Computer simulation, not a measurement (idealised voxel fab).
Name of the process module below: voxel self aligned vias
The cross-section on display is named cut; it measures 260 nm wide, and its cells are 5 nm squares.
The cross-sections in this document take the form of a grid made of square cells. They are written out as bands, in order from top to bottom. Each band consists of one or more rows of cells.
Heads up on the band format: heights come first, top then bottom, in nm. After that it's the materials left to right, each with its width in nm. A single material flagged "all across" fills the whole band edge to edge, and "blank" means there's empty space there.
Counting heights begins at 0, where everything beneath is, in the wafer as received, one material. The lowest band has no bottom; it goes on downwards, as "0..down" shows.
A two-number width, for instance "30 to 40", indicates that the width is equal to the first number in the top row of the band and to the second number in the bottom row, and that it changes by a constant amount per row of cells.
What does "remains unaltered" mean for a step? It means no cell of the cross-section changed in that step.
"Closed void roster" lists enclosed empty spaces (at least 8 cells, no open path upward to the top), each as width x height at distance from the left edge, in nm.
On each step's line, the part that comes after the settings is the simulator's own comment on the step.
Among the settings permitted on a step's line is "overlay nm"; applied to a step with a mask, it specifies the extent to which the mask lay to the right of its planned position, whereas a negative figure signifies a position to the left.
## The process steps that were planned are listed below
1) op RECEIVE | material Si
2) op CONFORMAL_DEP | material SiO2 | thk nm 10
3) op CONFORMAL_DEP | material SiCN | thk nm 5
4) op DIRECTIONAL_DEP | material lowk | thk nm 20
5) op DIRECTIONAL_DEP | material aC | thk nm 15
6) op PATTERN | tone open | mask id LINES | material resist | width nm 25 | pitch nm 75 | thk nm 35 | overlay nm 0
7) op DIRECTIONAL_ETCH | etch materials aC | depth nm 15
8) op STRIP | etch materials resist
9) op DIRECTIONAL_ETCH | etch materials lowk | depth nm 20
10) op STRIP | etch materials aC
11) op CONFORMAL_DEP | material TiN | thk nm 5
12) op FILL_DEP | material W | thk nm 10
13) op CMP | height nm 35
14) op SELECTIVE_ETCH | etch materials W Ru TiN | depth nm 5
15) op FILL_DEP | material SiN | thk nm 10
16) op CMP | height nm 35
17) op DIRECTIONAL_DEP | material lowk | thk nm 15
18) op MASKED_ETCH | tone open | mask id VIAS | width nm 45 | etch materials lowk | depth nm 15 | overlay nm 0
19) op MASKED_ETCH | tone open | mask id VIAS | width nm 45 | etch materials SiN | depth nm 5 | overlay nm 0
20) op CONFORMAL_DEP | material TiN | thk nm 5
21) op FILL_DEP | material Cu | thk nm 5
22) op CMP | height nm 50
23) op CONFORMAL_DEP | material SiN | thk nm 5
## Below: the first of two wafers, run as planned
## Here's what the wafer looked like in cross-section when it arrived - that's after step 1
* 0..down  Si all across
* Closed void roster: none
## Cross-section through the wafer, step 2 finished
* 10..0  SiO2 all across
* At heights below 0, the structure remains unaltered.
## Cross-section through the wafer, step 3 finished
* 15..10  SiCN all across
* At heights below 10, the structure remains unaltered.
## Cross-section through the wafer, step 4 finished
* 35..15  lowk all across
* At heights below 15, the structure remains unaltered.
## Cross-section through the wafer, step 5 finished
* 50..35  aC all across
* At heights below 35, the structure remains unaltered.
## Cross-section through the wafer, step 6 finished
* 85..50  80 nm resist / 25 nm blank / 50 nm resist / 25 nm blank / 80 nm resist
* At heights below 50, the structure remains unaltered.
## Cross-section through the wafer, step 7 finished
* 70..50  80 nm resist / 25 nm blank / 50 nm resist / 25 nm blank / 80 nm resist
* 50..35  80 nm aC / 25 nm blank / 50 nm aC / 25 nm blank / 80 nm aC
* At heights below 35, the structure remains unaltered.
## Cross-section through the wafer, step 8 finished
* 50..35  80 nm aC / 25 nm blank / 50 nm aC / 25 nm blank / 80 nm aC
* At heights below 35, the structure remains unaltered.
## Cross-section through the wafer, step 9 finished
* 50..35  80 nm aC / 25 nm blank / 50 nm aC / 25 nm blank / 80 nm aC
* 35..15  80 nm lowk / 25 nm blank / 50 nm lowk / 25 nm blank / 80 nm lowk
* At heights below 15, the structure remains unaltered.
## Cross-section through the wafer, step 10 finished
* 35..15  80 nm lowk / 25 nm blank / 50 nm lowk / 25 nm blank / 80 nm lowk
* At heights below 15, the structure remains unaltered.
## Cross-section through the wafer, step 11 finished
* 40..35  85 nm TiN / 15 nm blank / 60 nm TiN / 15 nm blank / 85 nm TiN
* 35..20  80 nm lowk / 5 nm TiN / 15 nm blank / 5 nm TiN / 50 nm lowk / 5 nm TiN / 15 nm blank / 5 nm TiN / 80 nm lowk
* 20..15  80 nm lowk / 25 nm TiN / 50 nm lowk / 25 nm TiN / 80 nm lowk
* At heights below 15, the structure remains unaltered.
## Cross-section through the wafer, step 12 finished
* 50..40  W all across
* 40..35  85 nm TiN / 15 nm W / 60 nm TiN / 15 nm W / 85 nm TiN
* 35..20  80 nm lowk / 5 nm TiN / 15 nm W / 5 nm TiN / 50 nm lowk / 5 nm TiN / 15 nm W / 5 nm TiN / 80 nm lowk
* At heights below 20, the structure remains unaltered.
## Cross-section through the wafer, step 13 finished
* 35..20  80 nm lowk / 5 nm TiN / 15 nm W / 5 nm TiN / 50 nm lowk / 5 nm TiN / 15 nm W / 5 nm TiN / 80 nm lowk
* At heights below 20, the structure remains unaltered.
## Cross-section through the wafer, step 14 finished
* 35..30  80 nm lowk / 25 nm blank / 50 nm lowk / 25 nm blank / 80 nm lowk
* At heights below 30, the structure remains unaltered.
## Cross-section through the wafer, step 15 finished
* 45..35  SiN all across
* 35..30  80 nm lowk / 25 nm SiN / 50 nm lowk / 25 nm SiN / 80 nm lowk
* At heights below 30, the structure remains unaltered.
## Cross-section through the wafer, step 16 finished
* 35..30  80 nm lowk / 25 nm SiN / 50 nm lowk / 25 nm SiN / 80 nm lowk
* At heights below 30, the structure remains unaltered.
## Cross-section through the wafer, step 17 finished
* 50..35  lowk all across
* At heights below 35, the structure remains unaltered.
## Cross-section through the wafer, step 18 finished
* 50..35  70 nm lowk / 45 nm blank / 145 nm lowk
* At heights below 35, the structure remains unaltered.
## Cross-section through the wafer, step 19 finished
* 50..35  70 nm lowk / 45 nm blank / 145 nm lowk
* 35..30  80 nm lowk / 25 nm blank / 50 nm lowk / 25 nm SiN / 80 nm lowk
* At heights below 30, the structure remains unaltered.
## Cross-section through the wafer, step 20 finished
* 55..50  75 nm TiN / 35 nm blank / 150 nm TiN
* 50..40  70 nm lowk / 5 nm TiN / 35 nm blank / 5 nm TiN / 145 nm lowk
* 40..35  70 nm lowk / 15 nm TiN / 15 nm blank / 15 nm TiN / 145 nm lowk
* 35..30  80 nm lowk / 25 nm TiN / 50 nm lowk / 25 nm SiN / 80 nm lowk
* At heights below 30, the structure remains unaltered.
## Cross-section through the wafer, step 21 finished
* 60..55  Cu all across
* 55..50  75 nm TiN / 35 nm Cu / 150 nm TiN
* 50..40  70 nm lowk / 5 nm TiN / 35 nm Cu / 5 nm TiN / 145 nm lowk
* 40..35  70 nm lowk / 15 nm TiN / 15 nm Cu / 15 nm TiN / 145 nm lowk
* At heights below 35, the structure remains unaltered.
## Cross-section through the wafer, step 22 finished
* 50..40  70 nm lowk / 5 nm TiN / 35 nm Cu / 5 nm TiN / 145 nm lowk
* At heights below 40, the structure remains unaltered.
## Cross-section through the wafer, step 23 finished
* 55..50  SiN all across
* At heights below 50, the structure remains unaltered.
## Second wafer: same start and same plan as the first, one execution error; identical to the first through step 3
## The second wafer in cross-section, at the planned close of step 4
* 30..15  lowk all across
* At heights below 15, the structure remains unaltered.
## The second wafer in cross-section, at the planned close of step 5
* 45..30  aC all across
* At heights below 30, the structure remains unaltered.
## The second wafer in cross-section, at the planned close of step 6
* 80..45  80 nm resist / 25 nm blank / 50 nm resist / 25 nm blank / 80 nm resist
* At heights below 45, the structure remains unaltered.
## The second wafer in cross-section, at the planned close of step 7
* 65..45  80 nm resist / 25 nm blank / 50 nm resist / 25 nm blank / 80 nm resist
* 45..30  80 nm aC / 25 nm blank / 50 nm aC / 25 nm blank / 80 nm aC
* At heights below 30, the structure remains unaltered.
## The second wafer in cross-section, at the planned close of step 8
* 45..30  80 nm aC / 25 nm blank / 50 nm aC / 25 nm blank / 80 nm aC
* At heights below 30, the structure remains unaltered.
## The second wafer in cross-section, at the planned close of step 9
* 45..30  80 nm aC / 25 nm blank / 50 nm aC / 25 nm blank / 80 nm aC
* 30..15  80 nm lowk / 25 nm blank / 50 nm lowk / 25 nm blank / 80 nm lowk
* At heights below 15, the structure remains unaltered.
## The second wafer in cross-section, at the planned close of step 10
* 30..15  80 nm lowk / 25 nm blank / 50 nm lowk / 25 nm blank / 80 nm lowk
* At heights below 15, the structure remains unaltered.
## The second wafer in cross-section, at the planned close of step 11
* 35..30  85 nm TiN / 15 nm blank / 60 nm TiN / 15 nm blank / 85 nm TiN
* 30..20  80 nm lowk / 5 nm TiN / 15 nm blank / 5 nm TiN / 50 nm lowk / 5 nm TiN / 15 nm blank / 5 nm TiN / 80 nm lowk
* 20..15  80 nm lowk / 25 nm TiN / 50 nm lowk / 25 nm TiN / 80 nm lowk
* At heights below 15, the structure remains unaltered.
## The second wafer in cross-section, at the planned close of step 12
* 45..35  W all across
* 35..30  85 nm TiN / 15 nm W / 60 nm TiN / 15 nm W / 85 nm TiN
* 30..20  80 nm lowk / 5 nm TiN / 15 nm W / 5 nm TiN / 50 nm lowk / 5 nm TiN / 15 nm W / 5 nm TiN / 80 nm lowk
* At heights below 20, the structure remains unaltered.
## The second wafer in cross-section, at the planned close of step 13
* 35..30  85 nm TiN / 15 nm W / 60 nm TiN / 15 nm W / 85 nm TiN
* At heights below 30, the structure remains unaltered.
## The second wafer in cross-section, at the planned close of step 14
* 30..20  80 nm lowk / 5 nm TiN / 15 nm W / 5 nm TiN / 50 nm lowk / 5 nm TiN / 15 nm W / 5 nm TiN / 80 nm lowk
* At heights below 20, the structure remains unaltered.
## The second wafer in cross-section, at the planned close of step 15
* 40..30  SiN all across
* At heights below 30, the structure remains unaltered.
## The second wafer in cross-section, at the planned close of step 16
* 35..30  SiN all across
* At heights below 30, the structure remains unaltered.
## The second wafer in cross-section, at the planned close of step 17
* 50..35  lowk all across
* At heights below 35, the structure remains unaltered.
## The second wafer in cross-section, at the planned close of step 18
* 50..35  70 nm lowk / 45 nm blank / 145 nm lowk
* At heights below 35, the structure remains unaltered.
## The second wafer in cross-section, at the planned close of step 19
* 50..35  70 nm lowk / 45 nm blank / 145 nm lowk
* 35..30  70 nm SiN / 45 nm blank / 145 nm SiN
* At heights below 30, the structure remains unaltered.
## The second wafer in cross-section, at the planned close of step 20
* 55..50  75 nm TiN / 35 nm blank / 150 nm TiN
* 50..35  70 nm lowk / 5 nm TiN / 35 nm blank / 5 nm TiN / 145 nm lowk
* 35..30  70 nm SiN / 45 nm TiN / 145 nm SiN
* At heights below 30, the structure remains unaltered.
## The second wafer in cross-section, at the planned close of step 21
* 60..55  Cu all across
* 55..50  75 nm TiN / 35 nm Cu / 150 nm TiN
* 50..35  70 nm lowk / 5 nm TiN / 35 nm Cu / 5 nm TiN / 145 nm lowk
* At heights below 35, the structure remains unaltered.
## The second wafer in cross-section, at the planned close of step 22
* 50..35  70 nm lowk / 5 nm TiN / 35 nm Cu / 5 nm TiN / 145 nm lowk
* At heights below 35, the structure remains unaltered.
## The second wafer in cross-section, at the planned close of step 23
* 55..50  SiN all across
* At heights below 50, the structure remains unaltered.
The plan and the run diverged here: so step 4 ended up running with a different setting than we planned, it ran as op DIRECTIONAL_DEP | material lowk | thk nm 15
The closing comparison, in cells, has the second wafer with more or fewer of some materials than the first: +4 Cu, +38 SiN, -42 lowk
